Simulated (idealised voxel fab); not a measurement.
process module | voxel transistor to metal
cross-section cut | 185 nm wide | cells 5 nm
A cross-section is a grid of square cells, given in bands from the top down. A band is one or more rows of cells.
Each band's line starts with the height of the band's top and of its bottom, in nm. Then come its materials from left to right, each with its width in nm. One material with "throughout" fills the band from edge to edge. "air" is empty space.
Height 0 is the level under which the wafer as received is all one material. The lowest band goes on downwards, as in "0 down".
A width such as "30 to 40" changes by the same amount from each row of cells to the next, from the band's top row to its bottom row.
"no change" after a step means that no cell of the cross-section changed.
closed voids: empty space of 8 cells or more with no open way to the top, each as width x height at its distance from the left edge, in nm
after a step's settings: what the simulator itself notes on the step
overlay nm, on a step with a mask: how far to the right of its planned place the mask lay; to the left if negative
plan
1 op RECEIVE | material Si
2 op OXIDIZE | depth nm 5
3 op CONFORMAL_DEP | material SiN | thk nm 10
4 op DIRECTIONAL_DEP | material aC | thk nm 10
5 op PATTERN | tone cover | mask id ACTIVE | material resist | width nm 120 | thk nm 25 | overlay nm 0
6 op DIRECTIONAL_ETCH | etch materials aC | depth nm 10
7 op STRIP | etch materials resist
8 op DIRECTIONAL_ETCH | etch materials SiN | depth nm 10
9 op DIRECTIONAL_ETCH | etch materials SiO2 | depth nm 5
10 op DIRECTIONAL_ETCH | etch materials Si | depth nm 20
11 op STRIP | etch materials aC
12 op OXIDIZE | depth nm 5
13 op FILL_DEP | material SiO2 | thk nm 5
14 op CMP | height nm 10
15 op SELECTIVE_ETCH | etch materials SiO2 | depth nm 5
16 op STRIP | etch materials SiN
17 op SELECTIVE_ETCH | etch materials SiO2 | depth nm 5
18 op OXIDIZE | depth nm 5
19 op DIRECTIONAL_DEP | material polySi | thk nm 25
20 op DIRECTIONAL_DEP | material SiCN | thk nm 10
21 op PATTERN | tone cover | mask id GATE | material resist | width nm 30 | thk nm 15 | overlay nm 0
22 op DIRECTIONAL_ETCH | etch materials SiCN | depth nm 20
23 op DIRECTIONAL_ETCH | etch materials polySi | depth nm 35
24 op STRIP | etch materials resist
25 op CONFORMAL_DEP | material SiO2 | thk nm 5
26 op DIRECTIONAL_ETCH | etch materials SiO2 | depth nm 5
27 op CONFORMAL_DEP | material SiN | thk nm 5
28 op DIRECTIONAL_ETCH | etch materials SiN | depth nm 5
29 op DIRECTIONAL_ETCH | etch materials SiO2 | depth nm 5
30 op DIRECTIONAL_ETCH | etch materials Si | depth nm 5
31 op EPI | material SiGe | thk nm 5
32 op FILL_DEP | material SiO2 | thk nm 5
33 op CMP | height nm 20
34 op STRIP | etch materials polySi
35 op SELECTIVE_ETCH | etch materials SiO2 | depth nm 5
36 op CONFORMAL_DEP | material HfO2 | thk nm 5
37 op CONFORMAL_DEP | material TiN | thk nm 5
38 op FILL_DEP | material W | thk nm 5
39 op CMP | height nm 15
40 op DIRECTIONAL_DEP | material SiO2 | thk nm 15
41 op PATTERN | tone open | mask id CONTACT | material resist | width nm 15 | pitch nm 85 | thk nm 15 | overlay nm 0
42 op DIRECTIONAL_ETCH | etch materials SiO2 | depth nm 40
43 op STRIP | etch materials resist
44 op CONFORMAL_DEP | material TiN | thk nm 5
45 op FILL_DEP | material Ru | thk nm 10
46 op CMP | height nm 30
47 op CONFORMAL_DEP | material SiN | thk nm 5
48 op DIRECTIONAL_DEP | material SiO2 | thk nm 25
49 op PATTERN | tone open | mask id METAL_1 | material resist | width nm 15 | pitch nm 85 | thk nm 20 | overlay nm 0
50 op DIRECTIONAL_ETCH | etch materials SiO2 | depth nm 25
51 op DIRECTIONAL_ETCH | etch materials SiN | depth nm 5
52 op STRIP | etch materials resist
53 op CONFORMAL_DEP | material TiN | thk nm 5
54 op FILL_DEP | material Cu | thk nm 10
55 op CMP | height nm 60
56 op CONFORMAL_DEP | material SiCN | thk nm 5
first wafer, as planned
as received, after step 1
  0 down: Si throughout
  closed voids: none
after step 2
  0 to -5: SiO2 throughout
  below -5: unchanged
after step 3
  10 to 0: SiN throughout
  below 0: unchanged
after step 4
  20 to 10: aC throughout
  below 10: unchanged
after step 5
  45 to 20: air 30 | resist 120 | air 35
  below 20: unchanged
after step 6
  35 to 20: air 30 | resist 120 | air 35
  20 to 10: air 30 | aC 120 | air 35
  below 10: unchanged
after step 7
  20 to 10: air 30 | aC 120 | air 35
  below 10: unchanged
after step 8
  20 to 10: air 30 | aC 120 | air 35
  10 to 0: air 30 | SiN 120 | air 35
  below 0: unchanged
after step 9
  20 to 10: air 30 | aC 120 | air 35
  10 to 0: air 30 | SiN 120 | air 35
  0 to -5: air 30 | SiO2 120 | air 35
  below -5: unchanged
after step 10
  20 to 10: air 30 | aC 120 | air 35
  10 to 0: air 30 | SiN 120 | air 35
  0 to -5: air 30 | SiO2 120 | air 35
  -5 to -25: air 30 | Si 120 | air 35
  below -25: unchanged
after step 11
  10 to 0: air 30 | SiN 120 | air 35
  below 0: unchanged
after step 12
  10 to 0: air 30 | SiN 120 | air 35
  0 to -5: air 30 | SiO2 120 | air 35
  -5 to -25: air 30 | SiO2 5 | Si 110 | SiO2 5 | air 35
  -25 to -30: SiO2 35 | Si 110 | SiO2 40
  below -30: unchanged
after step 13
  15 to 10: SiO2 throughout
  10 to 0: SiO2 30 | SiN 120 | SiO2 35
  0 to -5: SiO2 throughout
  -5 to -30: SiO2 35 | Si 110 | SiO2 40
  below -30: unchanged
after step 14
  10 to 0: SiO2 30 | SiN 120 | SiO2 35
  below 0: unchanged
after step 15
  10 to 5: air 30 | SiN 120 | air 35
  below 5: unchanged
after step 16
  5 to 0: SiO2 30 | air 120 | SiO2 35
  below 0: unchanged
after step 17
  0 to -5: SiO2 25 | air 130 | SiO2 30
  below -5: unchanged
after step 18
  0 to -5: SiO2 25 | air 130 | SiO2 30
  -5 to -10: SiO2 throughout
  below -10: unchanged
after step 19
  25 to 20: polySi 25 | air 130 | polySi 30
  20 to 0: polySi throughout
  0 to -5: SiO2 25 | polySi 130 | SiO2 30
  below -5: unchanged
after step 20
  35 to 30: SiCN 25 | air 130 | SiCN 30
  30 to 25: SiCN throughout
  25 to 20: polySi 25 | SiCN 130 | polySi 30
  below 20: unchanged
after step 21
  50 to 35: air 75 | resist 30 | air 80
  35 to 30: SiCN 25 | air 50 | resist 30 | air 50 | SiCN 30
  below 30: unchanged
after step 22
  50 to 30: air 75 | resist 30 | air 80
  30 to 25: air 75 | SiCN 30 | air 80
  25 to 20: polySi 25 | air 50 | SiCN 30 | air 50 | polySi 30
  below 20: unchanged
after step 23
  50 to 30: air 75 | resist 30 | air 80
  30 to 20: air 75 | SiCN 30 | air 80
  20 to 0: air 75 | polySi 30 | air 80
  0 to -5: SiO2 25 | air 50 | polySi 30 | air 50 | SiO2 30
  below -5: unchanged
after step 24
  30 to 20: air 75 | SiCN 30 | air 80
  below 20: unchanged
after step 25
  35 to 30: air 70 | SiO2 40 | air 75
  30 to 20: air 70 | SiO2 5 | SiCN 30 | SiO2 5 | air 75
  20 to 5: air 70 | SiO2 5 | polySi 30 | SiO2 5 | air 75
  5 to 0: SiO2 30 | air 40 | SiO2 5 | polySi 30 | SiO2 5 | air 40 | SiO2 35
  0 to -5: SiO2 75 | polySi 30 | SiO2 80
  below -5: unchanged
after step 26
  30 to 20: air 70 | SiO2 5 | SiCN 30 | SiO2 5 | air 75
  20 to 0: air 70 | SiO2 5 | polySi 30 | SiO2 5 | air 75
  0 to -5: SiO2 30 | air 40 | SiO2 5 | polySi 30 | SiO2 5 | air 40 | SiO2 35
  below -5: unchanged
after step 27
  35 to 30: air 65 | SiN 50 | air 70
  30 to 20: air 65 | SiN 5 | SiO2 5 | SiCN 30 | SiO2 5 | SiN 5 | air 70
  20 to 5: air 65 | SiN 5 | SiO2 5 | polySi 30 | SiO2 5 | SiN 5 | air 70
  5 to 0: SiN 35 | air 30 | SiN 5 | SiO2 5 | polySi 30 | SiO2 5 | SiN 5 | air 30 | SiN 40
  0 to -5: SiO2 30 | SiN 40 | SiO2 5 | polySi 30 | SiO2 5 | SiN 40 | SiO2 35
  below -5: unchanged
after step 28
  30 to 20: air 65 | SiN 5 | SiO2 5 | SiCN 30 | SiO2 5 | SiN 5 | air 70
  20 to 0: air 65 | SiN 5 | SiO2 5 | polySi 30 | SiO2 5 | SiN 5 | air 70
  0 to -5: SiO2 30 | SiN 5 | air 30 | SiN 5 | SiO2 5 | polySi 30 | SiO2 5 | SiN 5 | air 30 | SiN 5 | SiO2 35
  below -5: unchanged
after step 29
  30 to 25: air 65 | SiN 5 | air 5 | SiCN 30 | air 5 | SiN 5 | air 70
  25 to 20: air 65 | SiN 5 | SiO2 5 | SiCN 30 | SiO2 5 | SiN 5 | air 70
  20 to 0: air 65 | SiN 5 | SiO2 5 | polySi 30 | SiO2 5 | SiN 5 | air 70
  0 to -5: air 30 | SiN 5 | air 30 | SiN 5 | SiO2 5 | polySi 30 | SiO2 5 | SiN 5 | air 30 | SiN 5 | air 35
  -5 to -10: SiO2 35 | air 30 | SiO2 50 | air 30 | SiO2 40
  below -10: unchanged
after step 30
  30 to 25: air 65 | SiN 5 | air 5 | SiCN 30 | air 5 | SiN 5 | air 70
  25 to 20: air 65 | SiN 5 | SiO2 5 | SiCN 30 | SiO2 5 | SiN 5 | air 70
  20 to 0: air 65 | SiN 5 | SiO2 5 | polySi 30 | SiO2 5 | SiN 5 | air 70
  0 to -5: air 30 | SiN 5 | air 30 | SiN 5 | SiO2 5 | polySi 30 | SiO2 5 | SiN 5 | air 30 | SiN 5 | air 35
  -5 to -10: SiO2 35 | air 30 | SiO2 50 | air 30 | SiO2 40
  -10 to -15: SiO2 35 | air 30 | Si 50 | air 30 | SiO2 40
  below -15: unchanged
after step 31
  30 to 25: air 65 | SiN 5 | air 5 | SiCN 30 | air 5 | SiN 5 | air 70
  25 to 20: air 65 | SiN 5 | SiO2 5 | SiCN 30 | SiO2 5 | SiN 5 | air 70
  20 to 0: air 65 | SiN 5 | SiO2 5 | polySi 30 | SiO2 5 | SiN 5 | air 70
  0 to -5: air 30 | SiN 5 | air 30 | SiN 5 | SiO2 5 | polySi 30 | SiO2 5 | SiN 5 | air 30 | SiN 5 | air 35
  -5 to -10: SiO2 35 | air 25 | SiGe 5 | SiO2 50 | SiGe 5 | air 25 | SiO2 40
  -10 to -15: SiO2 35 | SiGe 30 | Si 50 | SiGe 30 | SiO2 40
  below -15: unchanged
after step 32
  35 to 30: SiO2 throughout
  30 to 20: SiO2 65 | SiN 5 | SiO2 5 | SiCN 30 | SiO2 5 | SiN 5 | SiO2 70
  20 to 0: SiO2 65 | SiN 5 | SiO2 5 | polySi 30 | SiO2 5 | SiN 5 | SiO2 70
  0 to -5: SiO2 30 | SiN 5 | SiO2 30 | SiN 5 | SiO2 5 | polySi 30 | SiO2 5 | SiN 5 | SiO2 30 | SiN 5 | SiO2 35
  -5 to -10: SiO2 60 | SiGe 5 | SiO2 50 | SiGe 5 | SiO2 65
  below -10: unchanged
after step 33
  20 to 0: SiO2 65 | SiN 5 | SiO2 5 | polySi 30 | SiO2 5 | SiN 5 | SiO2 70
  below 0: unchanged
after step 34
  20 to 0: SiO2 65 | SiN 5 | SiO2 5 | air 30 | SiO2 5 | SiN 5 | SiO2 70
  0 to -5: SiO2 30 | SiN 5 | SiO2 30 | SiN 5 | SiO2 5 | air 30 | SiO2 5 | SiN 5 | SiO2 30 | SiN 5 | SiO2 35
  below -5: unchanged
after step 35
  20 to 15: air 65 | SiN 5 | air 40 | SiN 5 | air 70
  15 to 0: SiO2 65 | SiN 5 | air 40 | SiN 5 | SiO2 70
  0 to -5: SiO2 30 | SiN 5 | SiO2 30 | SiN 5 | air 40 | SiN 5 | SiO2 30 | SiN 5 | SiO2 35
  -5 to -10: SiO2 60 | SiGe 5 | SiO2 5 | air 40 | SiO2 5 | SiGe 5 | SiO2 65
  below -10: unchanged
after step 36
  25 to 20: air 60 | HfO2 15 | air 30 | HfO2 15 | air 65
  20 to 15: HfO2 65 | SiN 5 | HfO2 5 | air 30 | HfO2 5 | SiN 5 | HfO2 70
  15 to 0: SiO2 65 | SiN 5 | HfO2 5 | air 30 | HfO2 5 | SiN 5 | SiO2 70
  0 to -5: SiO2 30 | SiN 5 | SiO2 30 | SiN 5 | HfO2 5 | air 30 | HfO2 5 | SiN 5 | SiO2 30 | SiN 5 | SiO2 35
  -5 to -10: SiO2 60 | SiGe 5 | SiO2 5 | HfO2 40 | SiO2 5 | SiGe 5 | SiO2 65
  below -10: unchanged
after step 37
  30 to 25: air 55 | TiN 25 | air 20 | TiN 25 | air 60
  25 to 20: TiN 60 | HfO2 15 | TiN 5 | air 20 | TiN 5 | HfO2 15 | TiN 65
  20 to 15: HfO2 65 | SiN 5 | HfO2 5 | TiN 5 | air 20 | TiN 5 | HfO2 5 | SiN 5 | HfO2 70
  15 to 0: SiO2 65 | SiN 5 | HfO2 5 | TiN 5 | air 20 | TiN 5 | HfO2 5 | SiN 5 | SiO2 70
  0 to -5: SiO2 30 | SiN 5 | SiO2 30 | SiN 5 | HfO2 5 | TiN 30 | HfO2 5 | SiN 5 | SiO2 30 | SiN 5 | SiO2 35
  below -5: unchanged
after step 38
  35 to 30: W throughout
  30 to 25: W 55 | TiN 25 | W 20 | TiN 25 | W 60
  25 to 20: TiN 60 | HfO2 15 | TiN 5 | W 20 | TiN 5 | HfO2 15 | TiN 65
  20 to 15: HfO2 65 | SiN 5 | HfO2 5 | TiN 5 | W 20 | TiN 5 | HfO2 5 | SiN 5 | HfO2 70
  15 to 0: SiO2 65 | SiN 5 | HfO2 5 | TiN 5 | W 20 | TiN 5 | HfO2 5 | SiN 5 | SiO2 70
  below 0: unchanged
after step 39
  15 to 0: SiO2 65 | SiN 5 | HfO2 5 | TiN 5 | W 20 | TiN 5 | HfO2 5 | SiN 5 | SiO2 70
  below 0: unchanged
after step 40
  30 to 15: SiO2 throughout
  below 15: unchanged
after step 41
  45 to 30: resist 40 | air 15 | resist 70 | air 15 | resist 45
  below 30: unchanged
after step 42
  45 to 30: resist 40 | air 15 | resist 70 | air 15 | resist 45
  30 to 15: SiO2 40 | air 15 | SiO2 70 | air 15 | SiO2 45
  15 to 0: SiO2 40 | air 15 | SiO2 10 | SiN 5 | HfO2 5 | TiN 5 | W 20 | TiN 5 | HfO2 5 | SiN 5 | SiO2 10 | air 15 | SiO2 45
  0 to -5: SiO2 30 | SiN 5 | SiO2 5 | air 15 | SiO2 10 | SiN 5 | HfO2 5 | TiN 30 | HfO2 5 | SiN 5 | SiO2 10 | air 15 | SiO2 5 | SiN 5 | SiO2 35
  -5 to -10: SiO2 40 | air 15 | SiO2 5 | SiGe 5 | SiO2 5 | HfO2 40 | SiO2 5 | SiGe 5 | SiO2 5 | air 15 | SiO2 45
  below -10: unchanged
after step 43
  30 to 15: SiO2 40 | air 15 | SiO2 70 | air 15 | SiO2 45
  below 15: unchanged
after step 44
  35 to 30: TiN 45 | air 5 | TiN 80 | air 5 | TiN 50
  30 to 15: SiO2 40 | TiN 5 | air 5 | TiN 5 | SiO2 70 | TiN 5 | air 5 | TiN 5 | SiO2 45
  15 to 0: SiO2 40 | TiN 5 | air 5 | TiN 5 | SiO2 10 | SiN 5 | HfO2 5 | TiN 5 | W 20 | TiN 5 | HfO2 5 | SiN 5 | SiO2 10 | TiN 5 | air 5 | TiN 5 | SiO2 45
  0 to -5: SiO2 30 | SiN 5 | SiO2 5 | TiN 5 | air 5 | TiN 5 | SiO2 10 | SiN 5 | HfO2 5 | TiN 30 | HfO2 5 | SiN 5 | SiO2 10 | TiN 5 | air 5 | TiN 5 | SiO2 5 | SiN 5 | SiO2 35
  -5 to -10: SiO2 40 | TiN 15 | SiO2 5 | SiGe 5 | SiO2 5 | HfO2 40 | SiO2 5 | SiGe 5 | SiO2 5 | TiN 15 | SiO2 45
  below -10: unchanged
after step 45
  45 to 35: Ru throughout
  35 to 30: TiN 45 | Ru 5 | TiN 80 | Ru 5 | TiN 50
  30 to 15: SiO2 40 | TiN 5 | Ru 5 | TiN 5 | SiO2 70 | TiN 5 | Ru 5 | TiN 5 | SiO2 45
  15 to 0: SiO2 40 | TiN 5 | Ru 5 | TiN 5 | SiO2 10 | SiN 5 | HfO2 5 | TiN 5 | W 20 | TiN 5 | HfO2 5 | SiN 5 | SiO2 10 | TiN 5 | Ru 5 | TiN 5 | SiO2 45
  0 to -5: SiO2 30 | SiN 5 | SiO2 5 | TiN 5 | Ru 5 | TiN 5 | SiO2 10 | SiN 5 | HfO2 5 | TiN 30 | HfO2 5 | SiN 5 | SiO2 10 | TiN 5 | Ru 5 | TiN 5 | SiO2 5 | SiN 5 | SiO2 35
  below -5: unchanged
after step 46
  30 to 15: SiO2 40 | TiN 5 | Ru 5 | TiN 5 | SiO2 70 | TiN 5 | Ru 5 | TiN 5 | SiO2 45
  below 15: unchanged
after step 47
  35 to 30: SiN throughout
  below 30: unchanged
after step 48
  60 to 35: SiO2 throughout
  below 35: unchanged
after step 49
  80 to 60: resist 40 | air 15 | resist 70 | air 15 | resist 45
  below 60: unchanged
after step 50
  80 to 60: resist 40 | air 15 | resist 70 | air 15 | resist 45
  60 to 35: SiO2 40 | air 15 | SiO2 70 | air 15 | SiO2 45
  below 35: unchanged
after step 51
  80 to 60: resist 40 | air 15 | resist 70 | air 15 | resist 45
  60 to 35: SiO2 40 | air 15 | SiO2 70 | air 15 | SiO2 45
  35 to 30: SiN 40 | air 15 | SiN 70 | air 15 | SiN 45
  below 30: unchanged
after step 52
  60 to 35: SiO2 40 | air 15 | SiO2 70 | air 15 | SiO2 45
  below 35: unchanged
after step 53
  65 to 60: TiN 45 | air 5 | TiN 80 | air 5 | TiN 50
  60 to 35: SiO2 40 | TiN 5 | air 5 | TiN 5 | SiO2 70 | TiN 5 | air 5 | TiN 5 | SiO2 45
  35 to 30: SiN 40 | TiN 15 | SiN 70 | TiN 15 | SiN 45
  below 30: unchanged
after step 54
  75 to 65: Cu throughout
  65 to 60: TiN 45 | Cu 5 | TiN 80 | Cu 5 | TiN 50
  60 to 35: SiO2 40 | TiN 5 | Cu 5 | TiN 5 | SiO2 70 | TiN 5 | Cu 5 | TiN 5 | SiO2 45
  below 35: unchanged
after step 55
  60 to 35: SiO2 40 | TiN 5 | Cu 5 | TiN 5 | SiO2 70 | TiN 5 | Cu 5 | TiN 5 | SiO2 45
  below 35: unchanged
after step 56
  65 to 60: SiCN throughout
  below 60: unchanged
second wafer: like start, like plan, one mistake. Through step 24 it matches the first wafer
when step 25 should have ended: no change
when step 26 should have ended
  30 to 20: air 75 | SiCN 30 | air 80
  20 to -5: air 75 | polySi 30 | air 80
  -5 to -10: SiO2 25 | air 50 | SiO2 30 | air 50 | SiO2 30
  below -10: unchanged
when step 27 should have ended
  35 to 30: air 70 | SiN 40 | air 75
  30 to 20: air 70 | SiN 5 | SiCN 30 | SiN 5 | air 75
  20 to 0: air 70 | SiN 5 | polySi 30 | SiN 5 | air 75
  0 to -5: SiN 30 | air 40 | SiN 5 | polySi 30 | SiN 5 | air 40 | SiN 35
  -5 to -10: SiO2 25 | SiN 50 | SiO2 30 | SiN 50 | SiO2 30
  below -10: unchanged
when step 28 should have ended
  30 to 20: air 70 | SiN 5 | SiCN 30 | SiN 5 | air 75
  20 to -5: air 70 | SiN 5 | polySi 30 | SiN 5 | air 75
  -5 to -10: SiO2 25 | SiN 5 | air 40 | SiN 5 | SiO2 30 | SiN 5 | air 40 | SiN 5 | SiO2 30
  below -10: unchanged
when step 29 should have ended
  30 to 20: air 70 | SiN 5 | SiCN 30 | SiN 5 | air 75
  20 to -5: air 70 | SiN 5 | polySi 30 | SiN 5 | air 75
  -5 to -10: air 25 | SiN 5 | air 40 | SiN 5 | SiO2 30 | SiN 5 | air 40 | SiN 5 | air 30
  -10 to -15: SiO2 30 | air 5 | Si 110 | air 5 | SiO2 35
  below -15: unchanged
when step 30 should have ended
  30 to 20: air 70 | SiN 5 | SiCN 30 | SiN 5 | air 75
  20 to -5: air 70 | SiN 5 | polySi 30 | SiN 5 | air 75
  -5 to -10: air 25 | SiN 5 | air 40 | SiN 5 | SiO2 30 | SiN 5 | air 40 | SiN 5 | air 30
  -10 to -15: SiO2 30 | air 40 | Si 40 | air 40 | SiO2 35
  below -15: unchanged
when step 31 should have ended
  30 to 20: air 70 | SiN 5 | SiCN 30 | SiN 5 | air 75
  20 to -5: air 70 | SiN 5 | polySi 30 | SiN 5 | air 75
  -5 to -10: air 25 | SiN 5 | air 35 | SiGe 5 | SiN 5 | SiO2 30 | SiN 5 | SiGe 5 | air 35 | SiN 5 | air 30
  -10 to -15: SiO2 30 | SiGe 40 | Si 40 | SiGe 40 | SiO2 35
  below -15: unchanged
when step 32 should have ended
  35 to 30: SiO2 throughout
  30 to 20: SiO2 70 | SiN 5 | SiCN 30 | SiN 5 | SiO2 75
  20 to -5: SiO2 70 | SiN 5 | polySi 30 | SiN 5 | SiO2 75
  -5 to -10: SiO2 25 | SiN 5 | SiO2 35 | SiGe 5 | SiN 5 | SiO2 30 | SiN 5 | SiGe 5 | SiO2 35 | SiN 5 | SiO2 30
  below -10: unchanged
when step 33 should have ended
  20 to -5: SiO2 70 | SiN 5 | polySi 30 | SiN 5 | SiO2 75
  below -5: unchanged
when step 34 should have ended
  20 to -5: SiO2 70 | SiN 5 | air 30 | SiN 5 | SiO2 75
  below -5: unchanged
when step 35 should have ended
  20 to 15: air 70 | SiN 5 | air 30 | SiN 5 | air 75
  15 to -5: SiO2 70 | SiN 5 | air 30 | SiN 5 | SiO2 75
  -5 to -10: SiO2 25 | SiN 5 | SiO2 35 | SiGe 5 | SiN 5 | air 30 | SiN 5 | SiGe 5 | SiO2 35 | SiN 5 | SiO2 30
  below -10: unchanged
when step 36 should have ended
  25 to 20: air 65 | HfO2 15 | air 20 | HfO2 15 | air 70
  20 to 15: HfO2 70 | SiN 5 | HfO2 5 | air 20 | HfO2 5 | SiN 5 | HfO2 75
  15 to -5: SiO2 70 | SiN 5 | HfO2 5 | air 20 | HfO2 5 | SiN 5 | SiO2 75
  -5 to -10: SiO2 25 | SiN 5 | SiO2 35 | SiGe 5 | SiN 5 | HfO2 30 | SiN 5 | SiGe 5 | SiO2 35 | SiN 5 | SiO2 30
  below -10: unchanged
when step 37 should have ended
  30 to 25: air 60 | TiN 25 | air 10 | TiN 25 | air 65
  25 to 20: TiN 65 | HfO2 15 | TiN 5 | air 10 | TiN 5 | HfO2 15 | TiN 70
  20 to 15: HfO2 70 | SiN 5 | HfO2 5 | TiN 5 | air 10 | TiN 5 | HfO2 5 | SiN 5 | HfO2 75
  15 to 0: SiO2 70 | SiN 5 | HfO2 5 | TiN 5 | air 10 | TiN 5 | HfO2 5 | SiN 5 | SiO2 75
  0 to -5: SiO2 70 | SiN 5 | HfO2 5 | TiN 20 | HfO2 5 | SiN 5 | SiO2 75
  below -5: unchanged
when step 38 should have ended
  35 to 30: W throughout
  30 to 25: W 60 | TiN 25 | W 10 | TiN 25 | W 65
  25 to 20: TiN 65 | HfO2 15 | TiN 5 | W 10 | TiN 5 | HfO2 15 | TiN 70
  20 to 15: HfO2 70 | SiN 5 | HfO2 5 | TiN 5 | W 10 | TiN 5 | HfO2 5 | SiN 5 | HfO2 75
  15 to 0: SiO2 70 | SiN 5 | HfO2 5 | TiN 5 | W 10 | TiN 5 | HfO2 5 | SiN 5 | SiO2 75
  below 0: unchanged
when step 39 should have ended
  15 to 0: SiO2 70 | SiN 5 | HfO2 5 | TiN 5 | W 10 | TiN 5 | HfO2 5 | SiN 5 | SiO2 75
  below 0: unchanged
when step 40 should have ended
  30 to 15: SiO2 throughout
  below 15: unchanged
when step 41 should have ended
  45 to 30: resist 40 | air 15 | resist 70 | air 15 | resist 45
  below 30: unchanged
when step 42 should have ended
  45 to 30: resist 40 | air 15 | resist 70 | air 15 | resist 45
  30 to 15: SiO2 40 | air 15 | SiO2 70 | air 15 | SiO2 45
  15 to 0: SiO2 40 | air 15 | SiO2 15 | SiN 5 | HfO2 5 | TiN 5 | W 10 | TiN 5 | HfO2 5 | SiN 5 | SiO2 15 | air 15 | SiO2 45
  0 to -5: SiO2 40 | air 15 | SiO2 15 | SiN 5 | HfO2 5 | TiN 20 | HfO2 5 | SiN 5 | SiO2 15 | air 15 | SiO2 45
  -5 to -10: SiO2 25 | SiN 5 | SiO2 10 | air 15 | SiO2 10 | SiGe 5 | SiN 5 | HfO2 30 | SiN 5 | SiGe 5 | SiO2 10 | air 15 | SiO2 10 | SiN 5 | SiO2 30
  below -10: unchanged
when step 43 should have ended
  30 to 15: SiO2 40 | air 15 | SiO2 70 | air 15 | SiO2 45
  below 15: unchanged
when step 44 should have ended
  35 to 30: TiN 45 | air 5 | TiN 80 | air 5 | TiN 50
  30 to 15: SiO2 40 | TiN 5 | air 5 | TiN 5 | SiO2 70 | TiN 5 | air 5 | TiN 5 | SiO2 45
  15 to 0: SiO2 40 | TiN 5 | air 5 | TiN 5 | SiO2 15 | SiN 5 | HfO2 5 | TiN 5 | W 10 | TiN 5 | HfO2 5 | SiN 5 | SiO2 15 | TiN 5 | air 5 | TiN 5 | SiO2 45
  0 to -5: SiO2 40 | TiN 5 | air 5 | TiN 5 | SiO2 15 | SiN 5 | HfO2 5 | TiN 20 | HfO2 5 | SiN 5 | SiO2 15 | TiN 5 | air 5 | TiN 5 | SiO2 45
  -5 to -10: SiO2 25 | SiN 5 | SiO2 10 | TiN 15 | SiO2 10 | SiGe 5 | SiN 5 | HfO2 30 | SiN 5 | SiGe 5 | SiO2 10 | TiN 15 | SiO2 10 | SiN 5 | SiO2 30
  below -10: unchanged
when step 45 should have ended
  45 to 35: Ru throughout
  35 to 30: TiN 45 | Ru 5 | TiN 80 | Ru 5 | TiN 50
  30 to 15: SiO2 40 | TiN 5 | Ru 5 | TiN 5 | SiO2 70 | TiN 5 | Ru 5 | TiN 5 | SiO2 45
  15 to 0: SiO2 40 | TiN 5 | Ru 5 | TiN 5 | SiO2 15 | SiN 5 | HfO2 5 | TiN 5 | W 10 | TiN 5 | HfO2 5 | SiN 5 | SiO2 15 | TiN 5 | Ru 5 | TiN 5 | SiO2 45
  0 to -5: SiO2 40 | TiN 5 | Ru 5 | TiN 5 | SiO2 15 | SiN 5 | HfO2 5 | TiN 20 | HfO2 5 | SiN 5 | SiO2 15 | TiN 5 | Ru 5 | TiN 5 | SiO2 45
  below -5: unchanged
when step 46 should have ended
  30 to 15: SiO2 40 | TiN 5 | Ru 5 | TiN 5 | SiO2 70 | TiN 5 | Ru 5 | TiN 5 | SiO2 45
  below 15: unchanged
when step 47 should have ended
  35 to 30: SiN throughout
  below 30: unchanged
when step 48 should have ended
  60 to 35: SiO2 throughout
  below 35: unchanged
when step 49 should have ended
  80 to 60: resist 40 | air 15 | resist 70 | air 15 | resist 45
  below 60: unchanged
when step 50 should have ended
  80 to 60: resist 40 | air 15 | resist 70 | air 15 | resist 45
  60 to 35: SiO2 40 | air 15 | SiO2 70 | air 15 | SiO2 45
  below 35: unchanged
when step 51 should have ended
  80 to 60: resist 40 | air 15 | resist 70 | air 15 | resist 45
  60 to 35: SiO2 40 | air 15 | SiO2 70 | air 15 | SiO2 45
  35 to 30: SiN 40 | air 15 | SiN 70 | air 15 | SiN 45
  below 30: unchanged
when step 52 should have ended
  60 to 35: SiO2 40 | air 15 | SiO2 70 | air 15 | SiO2 45
  below 35: unchanged
when step 53 should have ended
  65 to 60: TiN 45 | air 5 | TiN 80 | air 5 | TiN 50
  60 to 35: SiO2 40 | TiN 5 | air 5 | TiN 5 | SiO2 70 | TiN 5 | air 5 | TiN 5 | SiO2 45
  35 to 30: SiN 40 | TiN 15 | SiN 70 | TiN 15 | SiN 45
  below 30: unchanged
when step 54 should have ended
  75 to 65: Cu throughout
  65 to 60: TiN 45 | Cu 5 | TiN 80 | Cu 5 | TiN 50
  60 to 35: SiO2 40 | TiN 5 | Cu 5 | TiN 5 | SiO2 70 | TiN 5 | Cu 5 | TiN 5 | SiO2 45
  below 35: unchanged
when step 55 should have ended
  60 to 35: SiO2 40 | TiN 5 | Cu 5 | TiN 5 | SiO2 70 | TiN 5 | Cu 5 | TiN 5 | SiO2 45
  below 35: unchanged
when step 56 should have ended
  65 to 60: SiCN throughout
  below 60: unchanged
what went wrong: step 25 was left out
at the end the second wafer has, in cells: 2 fewer of HfO2 | 2 fewer of Si | 4 more of SiGe | 2 more of SiN | 6 more of SiO2 | 2 fewer of TiN | 6 fewer of W
